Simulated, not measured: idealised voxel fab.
Process module heading - voxel capacitor over wiring
Xsec cut, 225 nm wide, square cell size 5 nm.
In this document a cross-section is written as a grid of square cells. It is given as a series of bands, listed from the top down, and a band is one or more rows of cells. Band: top height; bottom height; in nm. Then, left to right: material with width in nm, for each material. "all across": a single material spanning edge to edge. "blank": empty space. All heights in this document are referenced to 0, defined as the level beneath which the wafer, as received, consists entirely of one material. The lowest band is not bounded below; it extends indefinitely downward and is written in the form "z 0 and below". Quick explanation for "30 to 40": the width changes in equal steps down the rows of cells, from the first number in the band's top row to the second number in its bottom row. Basically "left unchanged" means that step didn't change any cell in the cross-section. "Catalogued sealed voids": empty spaces of 8 cells or more with no open way to the top, each given as width x height at distance, distance from the left edge, all in nm. Post-settings text on a step line: simulator's own remark regarding the step. If you see "overlay nm" on a step's line and that step has a mask, it's telling you how far right of where it was planned the mask ended up; a negative number means it went left instead.
Steps in the process plan
- 1: RECEIVE: material Si
- 2: CONFORMAL_DEP: material SiO2, thk nm 10
- 3: DIRECTIONAL_DEP: material TiN, thk nm 5
- 4: DIRECTIONAL_DEP: material Ru, thk nm 15
- 5: DIRECTIONAL_DEP: material aC, thk nm 10
- 6: PATTERN: tone cover, mask id METAL_1, material resist, width nm 30, pitch nm 80, thk nm 25, overlay nm 0
- 7: DIRECTIONAL_ETCH: etch materials aC, depth nm 10
- 8: STRIP: etch materials resist
- 9: DIRECTIONAL_ETCH: etch materials Ru, depth nm 15
- 10: DIRECTIONAL_ETCH: etch materials TiN, depth nm 5
- 11: STRIP: etch materials aC
- 12: CONFORMAL_DEP: material SiCN, thk nm 5
- 13: FILL_DEP: material lowk, thk nm 10
- 14: CMP: height nm 30
- 15: CONFORMAL_DEP: material SiCN, thk nm 5
- 16: DIRECTIONAL_DEP: material SiO2, thk nm 20
- 17: MASKED_ETCH: tone open, mask id PLUG_1, width nm 15, etch materials SiO2, depth nm 20, overlay nm 0
- 18: MASKED_ETCH: tone open, mask id PLUG_1, width nm 15, etch materials SiCN, depth nm 5, overlay nm 0
- 19: EPI: material Ru, thk nm 10
- 20: EPI: material Ru, thk nm 10
- 21: EPI: material Ru, thk nm 5
- 22: DIRECTIONAL_DEP: material TiN, thk nm 10
- 23: DIRECTIONAL_DEP: material Al2O3, thk nm 5
- 24: DIRECTIONAL_DEP: material TiN, thk nm 5
- 25: DIRECTIONAL_DEP: material aC, thk nm 10
- 26: PATTERN: tone cover, mask id UPPER_PLATE, material resist, width nm 55, thk nm 30, overlay nm 0
- 27: DIRECTIONAL_ETCH: etch materials aC, depth nm 10
- 28: STRIP: etch materials resist
- 29: DIRECTIONAL_ETCH: etch materials TiN, depth nm 5
- 30: DIRECTIONAL_ETCH: etch materials Al2O3, depth nm 5
- 31: STRIP: etch materials aC
- 32: PATTERN: tone cover, mask id LOWER_PLATE, material resist, width nm 65, thk nm 15, overlay nm 0
- 33: DIRECTIONAL_ETCH: etch materials TiN, depth nm 10
- 34: STRIP: etch materials resist
- 35: FILL_DEP: material SiO2, thk nm 20
- 36: CMP: height nm 90
- 37: PATTERN: tone open, mask id PLUG_2, material resist, width nm 15, thk nm 20, overlay nm 0
- 38: DIRECTIONAL_ETCH: etch materials SiO2, depth nm 15
- 39: STRIP: etch materials resist
- 40: CONFORMAL_DEP: material TiN, thk nm 5
- 41: FILL_DEP: material Cu, thk nm 10
- 42: CMP: height nm 90
- 43: CONFORMAL_DEP: material SiCN, thk nm 5
Cross-section of the wafer at receipt, which is the condition after step 1
* z 0 and below: Si all across
* Catalogued sealed voids: none
Post-module cross-section of the first of two wafers (run per plan)
* z 95 to 90: SiCN all across
* z 90 to 80: SiO2 80 / TiN 5 / Cu 5 / TiN 5 / SiO2 130
* z 80 to 70: SiO2 80 to 70 / TiN 15 to 55 / SiO2 130 to 100
* z 70 to 65: SiO2 70 / Al2O3 55 / SiO2 100
* z 65 to 55: SiO2 65 / TiN 65 / SiO2 95
* z 55 to 35: SiO2 70 / Ru 15 / SiO2 140
* z 35 to 30: SiCN 70 / Ru 15 / SiCN 140
* z 30 to 15: lowk 50 / SiCN 5 / Ru 30 / SiCN 5 / lowk 40 / SiCN 5 / Ru 30 / SiCN 5 / lowk 55
* z 15 to 10: SiCN 55 / TiN 30 / SiCN 50 / TiN 30 / SiCN 60
* z 10 to 0: SiO2 all across
* z 0 and below: Si all across
* Catalogued sealed voids: none
Presented here is a cross-section of the second of the two wafers as it stood at the end of the module. It was started in the same manner and assigned the same plan as the first wafer; however, one mistake was made in its execution
* z 95 to 90: SiCN all across
* z 90 to 80: SiO2 80 to 70 / TiN 15 to 25 / SiO2 130
* z 80 to 75: SiO2 70 / Al2O3 25 / SiO2 130
* z 75 to 70: SiO2 65 / TiN 60 / SiO2 100
* z 70 to 65: SiO2 65 / TiN 30 / Al2O3 30 / SiO2 100
* z 65 to 55: SiO2 60 / Ru 35 / TiN 35 / SiO2 95
* z 55 to 35: SiO2 70 / Ru 15 / SiO2 140
* z 35 to 30: SiCN 70 / Ru 15 / SiCN 140
* z 30 to 15: lowk 50 / SiCN 5 / Ru 30 / SiCN 5 / lowk 40 / SiCN 5 / Ru 30 / SiCN 5 / lowk 55
* z 15 to 10: SiCN 55 / TiN 30 / SiCN 50 / TiN 30 / SiCN 60
* z 10 to 0: SiO2 all across
* z 0 and below: Si all across
* Catalogued sealed voids: none
Plan not followed: ran twice: one of 19 and 20, identical steps, cannot tell which
Counted in cells at the end, the second wafer holds more or fewer of these materials than the first: -2 Cu, +14 Ru, -8 SiO2, -4 TiN
